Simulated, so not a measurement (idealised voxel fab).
The following process module bears the name voxel wiring stack.
The width of the displayed cross-section, cut, is 155 nm; its cells are square, with a size of 5 nm.
This document writes a cross-section as a grid whose cells are square, and gives it as bands, listed from the top down; one or more rows of cells form a band. Look at the band entry: it leads with the top's height and the bottom's height in nm. Then it lists the materials left to right, with a width in nm for each. The word "everywhere" on a single material says that material fills the band edge to edge. The word "air" is empty space. The reference from which all heights are counted is 0, the level beneath which the as-received wafer is entirely one material; the lowest band, having no lower bound, proceeds downward and is written after the example "0..down". When a width is written as two numbers, as in "30 to 40", the first number is the width in the top row of cells of the band and the second is the width in its bottom row, and the width changes by the same amount from each row to the next. Where a step carries "all unchanged", the cross-section came out of it unchanged, cell for cell. Empty spaces without an open route to the top, at least 8 cells in extent, make up the entry "Unvented internal voids"; each is given as width x height at distance, where the distance is measured from the left edge, and all are in nm. The remark found on a step's line after its settings is issued by the simulator itself and pertains to that step. overlay nm: mask right of planned place by this much (step with mask). Neg. = left.

These are the steps we planned for the process
1,RECEIVE (material Si)
2,CONFORMAL_DEP (material SiO2; thk nm 10)
3,CONFORMAL_DEP (material SiN; thk nm 5)
4,DIRECTIONAL_DEP (material lowk; thk nm 25)
5,PATTERN (tone open; mask id METAL_1; material resist; width nm 25; pitch nm 55; thk nm 20; overlay nm 0)
6,DIRECTIONAL_ETCH (etch materials lowk; depth nm 25)
7,DIRECTIONAL_ETCH (etch materials SiN; depth nm 5)
8,STRIP (etch materials resist)
9,CONFORMAL_DEP (material TiN; thk nm 5)
10,FILL_DEP (material Ru; thk nm 10)
11,CMP (height nm 40)
12,EPI (material Ru; thk nm 5)
13,FILL_DEP (material SiCN; thk nm 5)
14,DIRECTIONAL_DEP (material lowk; thk nm 15)
15,MASKED_ETCH (tone open; mask id PLUG_1; width nm 15; etch materials lowk; depth nm 15; overlay nm 0)
16,MASKED_ETCH (tone open; mask id PLUG_1; width nm 15; etch materials SiCN; depth nm 5; overlay nm 0)
17,EPI (material Ru; thk nm 10)
18,EPI (material Ru; thk nm 10)
19,DIRECTIONAL_DEP (material TiN; thk nm 5)
20,DIRECTIONAL_DEP (material W; thk nm 20)
21,DIRECTIONAL_DEP (material aC; thk nm 15)
22,PATTERN (tone cover; mask id METAL_2; material resist; width nm 15; pitch nm 55; thk nm 30; overlay nm 0)
23,DIRECTIONAL_ETCH (etch materials aC; depth nm 15)
24,STRIP (etch materials resist)
25,DIRECTIONAL_ETCH (etch materials W; depth nm 20)
26,DIRECTIONAL_ETCH (etch materials TiN; depth nm 5)
27,STRIP (etch materials aC)
28,FILL_DEP (material SiO2; thk nm 5)
29,CMP (height nm 90)
30,CONFORMAL_DEP (material SiCN; thk nm 5)
Wafer-to-wafer difference: width nm, step 22. Common start. Plan = first wafer's value.

As-received state after step 1, first of several wafers, cross-section
- 0..down  Si everywhere
- Unvented internal voids: none

Wafer rows, end of module: cells per material gained (+) or lost (-) since receipt; closed voids last
width nm 15, +56 Ru, +76 SiCN, +21 SiN, +187 SiO2, +36 TiN, +24 W, +189 lowk, Unvented internal voids: none
width nm 20, +56 Ru, +76 SiCN, +21 SiN, +177 SiO2, +38 TiN, +32 W, +189 lowk, Unvented internal voids: none
width nm 25, +56 Ru, +76 SiCN, +21 SiN, +167 SiO2, +40 TiN, +40 W, +189 lowk, Unvented internal voids: none
width nm 30, +56 Ru, +76 SiCN, +21 SiN, +157 SiO2, +42 TiN, +48 W, +189 lowk, Unvented internal voids: none
width nm 35, +56 Ru, +76 SiCN, +21 SiN, +147 SiO2, +44 TiN, +56 W, +189 lowk, Unvented internal voids: none
width nm 40, +56 Ru, +76 SiCN, +21 SiN, +137 SiO2, +46 TiN, +64 W, +189 lowk, Unvented internal voids: none
